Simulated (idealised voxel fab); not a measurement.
Process module under the name voxel gate over fins
Cross-section cut spans 180 nm and uses square cells 5 nm in size.
Cross-section layout: square cells on a grid; listed as bands, top to bottom; a band spans one or more cell rows.
The band entry comprises the height of the band's top followed by the height of its bottom, expressed in nm, and subsequently the band's materials from left to right, each stated together with its width in nm. Where a single material is marked with the word "full width", that material fills the band from edge to edge. The word "air" represents empty space.
Where do heights start? At 0: under that level the wafer as delivered is made of one material only. And the lowest band has no floor; it just carries on downward, as in "0 down".
Note: "30..40" means the width goes from the first number (top row of the band) to the second number (bottom row) in equal steps per row of cells.
When a step is marked "identical to before", none of the cells in the cross-section changed during that step.
Listed in "Listed closed voids": every empty space of 8 or more cells without an open way to the top. Form: width x height at distance, the distance being from the left edge, all in nm.
Read whatever lies past the settings on a step's line as the simulator's own remark about the step.
Each step line may optionally specify "overlay nm", which for a step with a mask gives the rightward distance between the mask's planned place and where it lay, a negative value indicating the leftward direction.

These are the steps we planned for the process:
1,RECEIVE [material Si]
2,CONFORMAL_DEP [material SiN] [thk nm 10]
3,MASKED_ETCH [tone cover] [mask id FINS] [width nm 15] [pitch nm 60] [etch materials SiN] [depth nm 10] [overlay nm 0]
4,MASKED_ETCH [tone cover] [mask id FINS] [width nm 15] [pitch nm 60] [etch materials Si] [depth nm 35] [overlay nm 0]
5,FILL_DEP [material SiO2] [thk nm 15]
6,CMP [height nm 10]
7,MASKED_ETCH [tone open] [mask id RAIL] [width nm 15] [etch materials SiO2] [depth nm 40] [overlay nm 0]
8,CONFORMAL_DEP [material TiN] [thk nm 5]
9,FILL_DEP [material W] [thk nm 10]
10,CMP [height nm 10]
11,SELECTIVE_ETCH [etch materials W Ru TiN] [depth nm 25]
12,FILL_DEP [material SiO2] [thk nm 5]
13,CMP [height nm 10]
14,SELECTIVE_ETCH [etch materials SiO2] [depth nm 20]
15,STRIP [etch materials SiN]
16,CONFORMAL_DEP [material HfO2] [thk nm 5]
17,CONFORMAL_DEP [material TiN] [thk nm 5]
18,FILL_DEP [material W] [thk nm 10]
19,CMP [height nm 15]
20,CONFORMAL_DEP [material SiCN] [thk nm 10]
Be aware that, although all wafers share a common starting state, the width nm at step 7 differs among them, and the plan displays the first wafer's value.

The as-received cross-section of the first of several wafers corresponds to the state after step 1:
	0 down = Si full width
	Listed closed voids: none

Below, a row for every wafer. Read it as the end-of-module picture: for each material the wafer shows its cells gained (+) or lost (-) since it was received, and then its closed voids:
width nm 15 | +44 HfO2 | -210 Si | +72 SiCN | +141 SiO2 | +51 TiN | +82 W | Listed closed voids: none
width nm 20 | +44 HfO2 | -210 Si | +72 SiCN | +138 SiO2 | +52 TiN | +84 W | Listed closed voids: none
width nm 25 | +44 HfO2 | -210 Si | +72 SiCN | +135 SiO2 | +53 TiN | +86 W | Listed closed voids: none
width nm 30 | +44 HfO2 | -210 Si | +72 SiCN | +132 SiO2 | +54 TiN | +88 W | Listed closed voids: none
